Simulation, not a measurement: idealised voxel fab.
Process module under the name voxel quadruple lines
Cross-section cut spans 215 nm and uses square cells 5 nm in size.
Format of a cross-section: grid, square cells. Given as bands. Order: top down. Band: one or more rows of cells. Band: top and bottom heights (nm) first, top before bottom; then materials from left to right, widths in nm. "edge to edge" marks a sole material filling the band edge to edge. "blank" denotes empty space. All heights in this document are referenced to 0, defined as the level beneath which the wafer, as received, consists entirely of one material. The lowest band is not bounded below; it extends indefinitely downward and is written in the form "z 0 and below". The two numbers in a width such as "30..40" mark its ends across the band: the first belongs to the top row of cells, the second to the bottom row, and from each row to the next the width moves by the same amount. "no modification" for a step: no cell of the cross-section changed in that step. Closed-off voids of 8+ cells (no open route to the top) go in "Closed voids list", written width x height at distance from the left edge, in nm. after a step's settings: what the simulator itself notes on the step. "overlay nm", when on a step's line for a step with a mask, measures how far to the right of its planned place the mask lay; a negative measure means to the left.

# This section lists the process steps that were planned
1) RECEIVE [material Si]
2) CONFORMAL_DEP [material Al2O3] [thk nm 5]
3) DIRECTIONAL_DEP [material TiN] [thk nm 15]
4) DIRECTIONAL_DEP [material polySi] [thk nm 15]
5) DIRECTIONAL_DEP [material aC] [thk nm 20]
6) PATTERN [tone cover] [mask id MANDREL] [material resist] [width nm 20] [thk nm 30] [overlay nm 0]
7) DIRECTIONAL_ETCH [etch materials aC] [depth nm 20]
8) STRIP [etch materials resist]
9) CONFORMAL_DEP [material SiO2] [thk nm 10]
10) DIRECTIONAL_ETCH [etch materials SiO2] [depth nm 10]
11) STRIP [etch materials aC]
12) DIRECTIONAL_ETCH [etch materials polySi] [depth nm 15]
13) STRIP [etch materials SiO2]
14) CONFORMAL_DEP [material SiCN] [thk nm 5]
15) DIRECTIONAL_ETCH [etch materials SiCN] [depth nm 5]
16) STRIP [etch materials polySi]
17) DIRECTIONAL_ETCH [etch materials TiN] [depth nm 15]
18) STRIP [etch materials SiCN]

# First wafer of two (run as planned)

# Cross-section of the wafer as it came to us, i.e., already through step 1
- z 0 and below: Si edge to edge
- Closed voids list: none

# Step 2 done - wafer cross-section
- z 5 to 0: Al2O3 edge to edge
- Nothing below the height 0 has changed.

# Step 3 done - wafer cross-section
- z 20 to 5: TiN edge to edge
- Nothing below the height 5 has changed.

# Step 4 done - wafer cross-section
- z 35 to 20: polySi edge to edge
- Nothing below the height 20 has changed.

# Step 5 done - wafer cross-section
- z 55 to 35: aC edge to edge
- Nothing below the height 35 has changed.

# Step 6 done - wafer cross-section
- z 85 to 55: 95 of blank; 20 of resist; 100 of blank
- Nothing below the height 55 has changed.

# Step 7 done - wafer cross-section
- z 65 to 55: 95 of blank; 20 of resist; 100 of blank
- z 55 to 35: 95 of blank; 20 of aC; 100 of blank
- Nothing below the height 35 has changed.

# Step 8 done - wafer cross-section
- z 55 to 35: 95 of blank; 20 of aC; 100 of blank
- Nothing below the height 35 has changed.

# Step 9 done - wafer cross-section
- z 65 to 55: 85 of blank; 40 of SiO2; 90 of blank
- z 55 to 45: 85 of blank; 10 of SiO2; 20 of aC; 10 of SiO2; 90 of blank
- z 45 to 35: 95 of SiO2; 20 of aC; 100 of SiO2
- Nothing below the height 35 has changed.

# Step 10 done - wafer cross-section
- z 55 to 35: 85 of blank; 10 of SiO2; 20 of aC; 10 of SiO2; 90 of blank
- Nothing below the height 35 has changed.

# Step 11 done - wafer cross-section
- z 55 to 35: 85 of blank; 10 of SiO2; 20 of blank; 10 of SiO2; 90 of blank
- Nothing below the height 35 has changed.

# Step 12 done - wafer cross-section
- z 55 to 35: 85 of blank; 10 of SiO2; 20 of blank; 10 of SiO2; 90 of blank
- z 35 to 20: 85 of blank; 10 of polySi; 20 of blank; 10 of polySi; 90 of blank
- Nothing below the height 20 has changed.

# Step 13 done - wafer cross-section
- z 35 to 20: 85 of blank; 10 of polySi; 20 of blank; 10 of polySi; 90 of blank
- Nothing below the height 20 has changed.

# Step 14 done - wafer cross-section
- z 40 to 35: 80 of blank; 20 of SiCN; 10 of blank; 20 of SiCN; 85 of blank
- z 35 to 25: 80 of blank; 5 of SiCN; 10 of polySi; 5 of SiCN; 10 of blank; 5 of SiCN; 10 of polySi; 5 of SiCN; 85 of blank
- z 25 to 20: 85 of SiCN; 10 of polySi; 20 of SiCN; 10 of polySi; 90 of SiCN
- Nothing below the height 20 has changed.

# Step 15 done - wafer cross-section
- z 35 to 20: 80 of blank; 5 of SiCN; 10 of polySi; 5 of SiCN; 10 of blank; 5 of SiCN; 10 of polySi; 5 of SiCN; 85 of blank
- Nothing below the height 20 has changed.

# Step 16 done - wafer cross-section
- z 35 to 20: 80 of blank; 5 of SiCN; 10 of blank; 5 of SiCN; 10 of blank; 5 of SiCN; 10 of blank; 5 of SiCN; 85 of blank
- Nothing below the height 20 has changed.

# Step 17 done - wafer cross-section
- z 35 to 20: 80 of blank; 5 of SiCN; 10 of blank; 5 of SiCN; 10 of blank; 5 of SiCN; 10 of blank; 5 of SiCN; 85 of blank
- z 20 to 5: 80 of blank; 5 of TiN; 10 of blank; 5 of TiN; 10 of blank; 5 of TiN; 10 of blank; 5 of TiN; 85 of blank
- Nothing below the height 5 has changed.

# Step 18 done - wafer cross-section
- z 20 to 5: 80 of blank; 5 of TiN; 10 of blank; 5 of TiN; 10 of blank; 5 of TiN; 10 of blank; 5 of TiN; 85 of blank
- Nothing below the height 5 has changed.

# Second wafer: same start and same plan as the first, one execution error; identical to the first through step 5

# The second wafer in cross-section, at the planned close of step 6
- z 85 to 55: 90 of blank; 20 of resist; 105 of blank
- Nothing below the height 55 has changed.

# The second wafer in cross-section, at the planned close of step 7
- z 65 to 55: 90 of blank; 20 of resist; 105 of blank
- z 55 to 35: 90 of blank; 20 of aC; 105 of blank
- Nothing below the height 35 has changed.

# The second wafer in cross-section, at the planned close of step 8
- z 55 to 35: 90 of blank; 20 of aC; 105 of blank
- Nothing below the height 35 has changed.

# The second wafer in cross-section, at the planned close of step 9
- z 65 to 55: 80 of blank; 40 of SiO2; 95 of blank
- z 55 to 45: 80 of blank; 10 of SiO2; 20 of aC; 10 of SiO2; 95 of blank
- z 45 to 35: 90 of SiO2; 20 of aC; 105 of SiO2
- Nothing below the height 35 has changed.

# The second wafer in cross-section, at the planned close of step 10
- z 55 to 35: 80 of blank; 10 of SiO2; 20 of aC; 10 of SiO2; 95 of blank
- Nothing below the height 35 has changed.

# The second wafer in cross-section, at the planned close of step 11
- z 55 to 35: 80 of blank; 10 of SiO2; 20 of blank; 10 of SiO2; 95 of blank
- Nothing below the height 35 has changed.

# The second wafer in cross-section, at the planned close of step 12
- z 55 to 35: 80 of blank; 10 of SiO2; 20 of blank; 10 of SiO2; 95 of blank
- z 35 to 20: 80 of blank; 10 of polySi; 20 of blank; 10 of polySi; 95 of blank
- Nothing below the height 20 has changed.

# The second wafer in cross-section, at the planned close of step 13
- z 35 to 20: 80 of blank; 10 of polySi; 20 of blank; 10 of polySi; 95 of blank
- Nothing below the height 20 has changed.

# The second wafer in cross-section, at the planned close of step 14
- z 40 to 35: 75 of blank; 20 of SiCN; 10 of blank; 20 of SiCN; 90 of blank
- z 35 to 25: 75 of blank; 5 of SiCN; 10 of polySi; 5 of SiCN; 10 of blank; 5 of SiCN; 10 of polySi; 5 of SiCN; 90 of blank
- z 25 to 20: 80 of SiCN; 10 of polySi; 20 of SiCN; 10 of polySi; 95 of SiCN
- Nothing below the height 20 has changed.

# The second wafer in cross-section, at the planned close of step 15
- z 35 to 20: 75 of blank; 5 of SiCN; 10 of polySi; 5 of SiCN; 10 of blank; 5 of SiCN; 10 of polySi; 5 of SiCN; 90 of blank
- Nothing below the height 20 has changed.

# The second wafer in cross-section, at the planned close of step 16
- z 35 to 20: 75 of blank; 5 of SiCN; 10 of blank; 5 of SiCN; 10 of blank; 5 of SiCN; 10 of blank; 5 of SiCN; 90 of blank
- Nothing below the height 20 has changed.

# The second wafer in cross-section, at the planned close of step 17
- z 35 to 20: 75 of blank; 5 of SiCN; 10 of blank; 5 of SiCN; 10 of blank; 5 of SiCN; 10 of blank; 5 of SiCN; 90 of blank
- z 20 to 5: 75 of blank; 5 of TiN; 10 of blank; 5 of TiN; 10 of blank; 5 of TiN; 10 of blank; 5 of TiN; 90 of blank
- Nothing below the height 5 has changed.

# The second wafer in cross-section, at the planned close of step 18
- z 20 to 5: 75 of blank; 5 of TiN; 10 of blank; 5 of TiN; 10 of blank; 5 of TiN; 10 of blank; 5 of TiN; 90 of blank
- Nothing below the height 5 has changed.
What went wrong in running the wafer? step 6 was not run as planned; what actually ran was PATTERN [tone cover] [mask id MANDREL] [material resist] [width nm 20] [thk nm 30] [overlay nm -5]
Cell counts per material: same on both final wafers. Positions: different.
